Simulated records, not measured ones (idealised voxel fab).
Process module heading - voxel spacer lines
Cross-section cut: width 295 nm, square cells of 5 nm.
The cross-sections in this document take the form of a grid made of square cells. They are written out as bands, in order from top to bottom. Each band consists of one or more rows of cells. For a band, the entry starts with two heights in nm, that of the top and then that of the bottom, and carries on with the band's materials in order from left to right, each alongside its width in nm; the word "throughout" beside a single material means it fills the band edge to edge, and "empty" means empty space. Heights are reckoned from 0. Under this level, the received wafer is all of one material. The bottommost band is open-ended downward, for example "0 -> down". Quick explanation for "30->40": the width changes in equal steps down the rows of cells, from the first number in the band's top row to the second number in its bottom row. Key: "nothing got changed" - step with no changed cell in the cross-section. The list in "Enclosed void inventory" covers empty spaces of 8 cells or more that cannot reach the top through any open way, and it gives each as width x height at distance; the distance is from the left edge, and width, height and distance are in nm. The remark found on a step's line after its settings is issued by the simulator itself and pertains to that step. overlay nm: mask offset rightward from planned place, masked step; negative means leftward offset.
**So here's the lineup of process steps we planned**
- 1: RECEIVE (material Si)
- 2: CONFORMAL_DEP (material Al2O3; thk nm 10)
- 3: DIRECTIONAL_DEP (material TiN; thk nm 10)
- 4: DIRECTIONAL_DEP (material aC; thk nm 20)
- 5: PATTERN (tone cover; mask id MANDREL; material resist; width nm 25; pitch nm 70; thk nm 25; overlay nm 0)
- 6: DIRECTIONAL_ETCH (etch materials aC; depth nm 20)
- 7: STRIP (etch materials resist)
- 8: CONFORMAL_DEP (material SiO2; thk nm 10)
- 9: DIRECTIONAL_ETCH (etch materials SiO2; depth nm 10)
- 10: STRIP (etch materials aC)
- 11: DIRECTIONAL_ETCH (etch materials TiN; depth nm 10)
- 12: STRIP (etch materials SiO2)
- 13: FILL_DEP (material SiO2; thk nm 5)
- 14: CMP (height nm 20)
**The first wafer of two, processed as planned**
**as received, after step 1**
  0 -> down: Si throughout
  Enclosed void inventory: none
**Sectional view: wafer, after step 2**
  10 -> 0: Al2O3 throughout
  Lower than 0, everything is as it was.
**Sectional view: wafer, after step 3**
  20 -> 10: TiN throughout
  Lower than 10, everything is as it was.
**Sectional view: wafer, after step 4**
  40 -> 20: aC throughout
  Lower than 20, everything is as it was.
**Sectional view: wafer, after step 5**
  65 -> 40: 65 of empty; 25 of resist; 45 of empty; 25 of resist; 45 of empty; 25 of resist; 65 of empty
  Lower than 40, everything is as it was.
**Sectional view: wafer, after step 6**
  45 -> 40: 65 of empty; 25 of resist; 45 of empty; 25 of resist; 45 of empty; 25 of resist; 65 of empty
  40 -> 20: 65 of empty; 25 of aC; 45 of empty; 25 of aC; 45 of empty; 25 of aC; 65 of empty
  Lower than 20, everything is as it was.
**Sectional view: wafer, after step 7**
  40 -> 20: 65 of empty; 25 of aC; 45 of empty; 25 of aC; 45 of empty; 25 of aC; 65 of empty
  Lower than 20, everything is as it was.
**Sectional view: wafer, after step 8**
  50 -> 40: 55 of empty; 45 of SiO2; 25 of empty; 45 of SiO2; 25 of empty; 45 of SiO2; 55 of empty
  40 -> 30: 55 of empty; 10 of SiO2; 25 of aC; 10 of SiO2; 25 of empty; 10 of SiO2; 25 of aC; 10 of SiO2; 25 of empty; 10 of SiO2; 25 of aC; 10 of SiO2; 55 of empty
  30 -> 20: 65 of SiO2; 25 of aC; 45 of SiO2; 25 of aC; 45 of SiO2; 25 of aC; 65 of SiO2
  Lower than 20, everything is as it was.
**Sectional view: wafer, after step 9**
  40 -> 20: 55 of empty; 10 of SiO2; 25 of aC; 10 of SiO2; 25 of empty; 10 of SiO2; 25 of aC; 10 of SiO2; 25 of empty; 10 of SiO2; 25 of aC; 10 of SiO2; 55 of empty
  Lower than 20, everything is as it was.
**Sectional view: wafer, after step 10**
  40 -> 20: 55 of empty; 10 of SiO2; 25 of empty; 10 of SiO2; 25 of empty; 10 of SiO2; 25 of empty; 10 of SiO2; 25 of empty; 10 of SiO2; 25 of empty; 10 of SiO2; 55 of empty
  Lower than 20, everything is as it was.
**Sectional view: wafer, after step 11**
  40 -> 20: 55 of empty; 10 of SiO2; 25 of empty; 10 of SiO2; 25 of empty; 10 of SiO2; 25 of empty; 10 of SiO2; 25 of empty; 10 of SiO2; 25 of empty; 10 of SiO2; 55 of empty
  20 -> 10: 55 of empty; 10 of TiN; 25 of empty; 10 of TiN; 25 of empty; 10 of TiN; 25 of empty; 10 of TiN; 25 of empty; 10 of TiN; 25 of empty; 10 of TiN; 55 of empty
  Lower than 10, everything is as it was.
**Sectional view: wafer, after step 12**
  20 -> 10: 55 of empty; 10 of TiN; 25 of empty; 10 of TiN; 25 of empty; 10 of TiN; 25 of empty; 10 of TiN; 25 of empty; 10 of TiN; 25 of empty; 10 of TiN; 55 of empty
  Lower than 10, everything is as it was.
**Sectional view: wafer, after step 13**
  25 -> 20: SiO2 throughout
  20 -> 10: 55 of SiO2; 10 of TiN; 25 of SiO2; 10 of TiN; 25 of SiO2; 10 of TiN; 25 of SiO2; 10 of TiN; 25 of SiO2; 10 of TiN; 25 of SiO2; 10 of TiN; 55 of SiO2
  Lower than 10, everything is as it was.
**Sectional view: wafer, after step 14**
  20 -> 10: 55 of SiO2; 10 of TiN; 25 of SiO2; 10 of TiN; 25 of SiO2; 10 of TiN; 25 of SiO2; 10 of TiN; 25 of SiO2; 10 of TiN; 25 of SiO2; 10 of TiN; 55 of SiO2
  Lower than 10, everything is as it was.
**Wafer two of the pair: same origin, same plan, one error during the run; identical to wafer one up to and including step 4**
**Second wafer, section view, time point: scheduled end of step 5**
  65 -> 40: 60 of empty; 35 of resist; 35 of empty; 35 of resist; 35 of empty; 35 of resist; 60 of empty
  Lower than 40, everything is as it was.
**Second wafer, section view, time point: scheduled end of step 6**
  45 -> 40: 60 of empty; 35 of resist; 35 of empty; 35 of resist; 35 of empty; 35 of resist; 60 of empty
  40 -> 20: 60 of empty; 35 of aC; 35 of empty; 35 of aC; 35 of empty; 35 of aC; 60 of empty
  Lower than 20, everything is as it was.
**Second wafer, section view, time point: scheduled end of step 7**
  40 -> 20: 60 of empty; 35 of aC; 35 of empty; 35 of aC; 35 of empty; 35 of aC; 60 of empty
  Lower than 20, everything is as it was.
**Second wafer, section view, time point: scheduled end of step 8**
  50 -> 40: 50 of empty; 55 of SiO2; 15 of empty; 55 of SiO2; 15 of empty; 55 of SiO2; 50 of empty
  40 -> 30: 50 of empty; 10 of SiO2; 35 of aC; 10 of SiO2; 15 of empty; 10 of SiO2; 35 of aC; 10 of SiO2; 15 of empty; 10 of SiO2; 35 of aC; 10 of SiO2; 50 of empty
  30 -> 20: 60 of SiO2; 35 of aC; 35 of SiO2; 35 of aC; 35 of SiO2; 35 of aC; 60 of SiO2
  Lower than 20, everything is as it was.
**Second wafer, section view, time point: scheduled end of step 9**
  40 -> 20: 50 of empty; 10 of SiO2; 35 of aC; 10 of SiO2; 15 of empty; 10 of SiO2; 35 of aC; 10 of SiO2; 15 of empty; 10 of SiO2; 35 of aC; 10 of SiO2; 50 of empty
  Lower than 20, everything is as it was.
**Second wafer, section view, time point: scheduled end of step 10**
  40 -> 20: 50 of empty; 10 of SiO2; 35 of empty; 10 of SiO2; 15 of empty; 10 of SiO2; 35 of empty; 10 of SiO2; 15 of empty; 10 of SiO2; 35 of empty; 10 of SiO2; 50 of empty
  Lower than 20, everything is as it was.
**Second wafer, section view, time point: scheduled end of step 11**
  40 -> 20: 50 of empty; 10 of SiO2; 35 of empty; 10 of SiO2; 15 of empty; 10 of SiO2; 35 of empty; 10 of SiO2; 15 of empty; 10 of SiO2; 35 of empty; 10 of SiO2; 50 of empty
  20 -> 10: 50 of empty; 10 of TiN; 35 of empty; 10 of TiN; 15 of empty; 10 of TiN; 35 of empty; 10 of TiN; 15 of empty; 10 of TiN; 35 of empty; 10 of TiN; 50 of empty
  Lower than 10, everything is as it was.
**Second wafer, section view, time point: scheduled end of step 12**
  20 -> 10: 50 of empty; 10 of TiN; 35 of empty; 10 of TiN; 15 of empty; 10 of TiN; 35 of empty; 10 of TiN; 15 of empty; 10 of TiN; 35 of empty; 10 of TiN; 50 of empty
  Lower than 10, everything is as it was.
**Second wafer, section view, time point: scheduled end of step 13**
  25 -> 20: SiO2 throughout
  20 -> 10: 50 of SiO2; 10 of TiN; 35 of SiO2; 10 of TiN; 15 of SiO2; 10 of TiN; 35 of SiO2; 10 of TiN; 15 of SiO2; 10 of TiN; 35 of SiO2; 10 of TiN; 50 of SiO2
  Lower than 10, everything is as it was.
**Second wafer, section view, time point: scheduled end of step 14**
  20 -> 10: 50 of SiO2; 10 of TiN; 35 of SiO2; 10 of TiN; 15 of SiO2; 10 of TiN; 35 of SiO2; 10 of TiN; 15 of SiO2; 10 of TiN; 35 of SiO2; 10 of TiN; 50 of SiO2
  Lower than 10, everything is as it was.
Misprocessing identified: for step 5, the planned setting was not used; the step was instead run as PATTERN (tone cover; mask id MANDREL; material resist; width nm 35; pitch nm 70; thk nm 25; overlay nm 0)
End check, second vs first wafer: material counts in cells match, positions do not.
